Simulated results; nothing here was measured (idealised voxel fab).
process module | voxel tone inversion
cross-section cut | 215 nm wide | cells 5 nm
A cross-section is a grid of square cells, given in bands from the top down. A band is one or more rows of cells.
Each band's line starts with the height of the band's top and of its bottom, in nm. Then come its materials from left to right, each with its width in nm. One material with "throughout" fills the band from edge to edge. "air" is empty space.
Height 0 is the level under which the wafer as received is all one material. The lowest band goes on downwards, as in "0 down".
A width such as "30 to 40" changes by the same amount from each row of cells to the next, from the band's top row to its bottom row.
"no change" after a step means that no cell of the cross-section changed.
closed voids: empty space of 8 cells or more with no open way to the top, each as width x height at its distance from the left edge, in nm
after a step's settings: what the simulator itself notes on the step
overlay nm, on a step with a mask: how far to the right of its planned place the mask lay; to the left if negative
plan
1 op RECEIVE | material Si
2 op CONFORMAL_DEP | material SiN | thk nm 5
3 op DIRECTIONAL_DEP | material aC | thk nm 15
4 op PATTERN | tone cover | mask id POSTS | material resist | width nm 20 | pitch nm 50 | thk nm 20 | overlay nm 0
5 op DIRECTIONAL_ETCH | etch materials aC | depth nm 15
6 op STRIP | etch materials resist
7 op FILL_DEP | material lowk | thk nm 5
8 op CMP | height nm 20
9 op STRIP | etch materials aC
as received, after step 1
  0 down: Si throughout
  closed voids: none
a wafer at the end: this start, this plan, one mistake
  20 to 15: lowk throughout
  15 to 0: lowk 20 | aC 20 | lowk 30 | aC 20 | lowk 30 | aC 20 | lowk 30 | aC 20 | lowk 25
  0 down: Si throughout
  closed voids: none
what went wrong: step 2 was left out
